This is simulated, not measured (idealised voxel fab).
Module name: voxel tone inversion (process module)
FYI the section here is cut, 220 nm wide, cells are 5 nm squares.
If you're reading a cross-section in this doc, picture square cells in a grid; it comes to you as bands, top ones listed first down to the bottom, and a band can be one or more rows of cells.
Heads up on the band format: heights come first, top then bottom, in nm. After that it's the materials left to right, each with its width in nm. A single material flagged "everywhere" fills the whole band edge to edge, and "blank" means there's empty space there.
A quick word on heights: they are counted from 0, and under that level the wafer as it came to us is one material throughout. The lowest band is different from the rest in having no bottom; it simply continues downward, written as in "0 -> down".
Width spec "30->40" -> top row of cells at first value, bottom row at second value, equal per-row change in between.
"all unchanged" (step): cross-section cells unchanged, all of them.
So "Sealed void listing" is basically the list of trapped voids: any empty space of 8 cells or more that can't reach the top through an opening. They're written width x height at distance, the distance being from the left edge, and it's all nm.
Whatever follows a step's settings on its line is a remark the simulator itself makes about that step.
A step's line can hold "overlay nm"; with a mask on that step, the setting says how far right of the planned place the mask lay, while a negative setting says it lay to the left.
# Process steps - plan
1 RECEIVE with material Si
2 CONFORMAL_DEP with material SiCN, thk nm 10
3 DIRECTIONAL_DEP with material aC, thk nm 15
4 PATTERN with tone cover, mask id POSTS, material resist, width nm 25, pitch nm 55, thk nm 25, overlay nm -15
5 DIRECTIONAL_ETCH with etch materials aC, depth nm 15
6 STRIP with etch materials resist
7 FILL_DEP with material lowk, thk nm 5
8 CMP with height nm 25
9 STRIP with etch materials aC
10 CONFORMAL_DEP with material TiN, thk nm 5
11 FILL_DEP with material Ru, thk nm 10
12 CMP with height nm 25
13 CONFORMAL_DEP with material SiN, thk nm 5
Be aware that, although all wafers share a common starting state, the overlay nm at step 4 differs among them, and the plan displays the first wafer's value.
# First of several wafers, received after step 1, in cross-section
	0 -> down: Si everywhere
	Sealed void listing: none
# End of module, by wafer: material-by-material cell gain (+) or loss (-) since receipt, then closed voids
overlay nm -15; +18 Ru; +88 SiCN; +44 SiN; +27 TiN; +87 lowk; Sealed void listing: none
overlay nm -10; +18 Ru; +88 SiCN; +44 SiN; +27 TiN; +87 lowk; Sealed void listing: none
overlay nm -5; +18 Ru; +88 SiCN; +44 SiN; +27 TiN; +87 lowk; Sealed void listing: none
overlay nm 0; +18 Ru; +88 SiCN; +44 SiN; +27 TiN; +87 lowk; Sealed void listing: none
overlay nm 5; +18 Ru; +88 SiCN; +44 SiN; +27 TiN; +87 lowk; Sealed void listing: none
overlay nm 10; +18 Ru; +88 SiCN; +44 SiN; +27 TiN; +87 lowk; Sealed void listing: none
overlay nm 15; +18 Ru; +88 SiCN; +44 SiN; +27 TiN; +87 lowk; Sealed void listing: none
